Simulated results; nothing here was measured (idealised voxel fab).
process module | voxel plated lines
cross-section cut | 240 nm wide | cells 5 nm
A cross-section is a grid of square cells, given in bands from the top down. A band is one or more rows of cells.
Each band's line starts with the height of the band's top and of its bottom, in nm. Then come its materials from left to right, each with its width in nm. One material with "throughout" fills the band from edge to edge. "air" is empty space.
Height 0 is the level under which the wafer as received is all one material. The lowest band goes on downwards, as in "0 down".
A width such as "30 to 40" changes by the same amount from each row of cells to the next, from the band's top row to its bottom row.
"no change" after a step means that no cell of the cross-section changed.
closed voids: empty space of 8 cells or more with no open way to the top, each as width x height at its distance from the left edge, in nm
after a step's settings: what the simulator itself notes on the step
overlay nm, on a step with a mask: how far to the right of its planned place the mask lay; to the left if negative
plan
1 op RECEIVE | material Si
2 op CONFORMAL_DEP | material SiN | thk nm 5
3 op DIRECTIONAL_DEP | material TiN | thk nm 5
4 op PATTERN | tone open | mask id LINES | material resist | width nm 15 | pitch nm 35 | thk nm 35 | overlay nm 0
5 op EPI | material Ru | thk nm 5
6 op EPI | material Ru | thk nm 5
7 op EPI | material Ru | thk nm 10
8 op STRIP | etch materials resist
9 op DIRECTIONAL_ETCH | etch materials TiN | depth nm 5
10 op CONFORMAL_DEP | material SiCN | thk nm 5
as received, after step 1
  0 down: Si throughout
  closed voids: none
first wafer at the end, as planned
  35 to 30: air 90 | SiCN 25 | air 10 | SiCN 25 | air 90
  30 to 10: air 90 | SiCN 5 | Ru 15 | SiCN 5 | air 10 | SiCN 5 | Ru 15 | SiCN 5 | air 90
  10 to 5: SiCN 95 | TiN 15 | SiCN 20 | TiN 15 | SiCN 95
  5 to 0: SiN throughout
  0 down: Si throughout
  closed voids: none
second wafer at the end: like start, like plan, one mistake
  35 to 30: air 100 | SiCN 25 | air 10 | SiCN 25 | air 80
  30 to 10: air 100 | SiCN 5 | Ru 15 | SiCN 5 | air 10 | SiCN 5 | Ru 15 | SiCN 5 | air 80
  10 to 5: SiCN 105 | TiN 15 | SiCN 20 | TiN 15 | SiCN 85
  5 to 0: SiN throughout
  0 down: Si throughout
  closed voids: none
what went wrong: step 4 ran as: op PATTERN | tone open | mask id LINES | material resist | width nm 15 | pitch nm 35 | thk nm 35 | overlay nm 10
at the end the second wafer has, in cells: as many of each material as the first, in other places
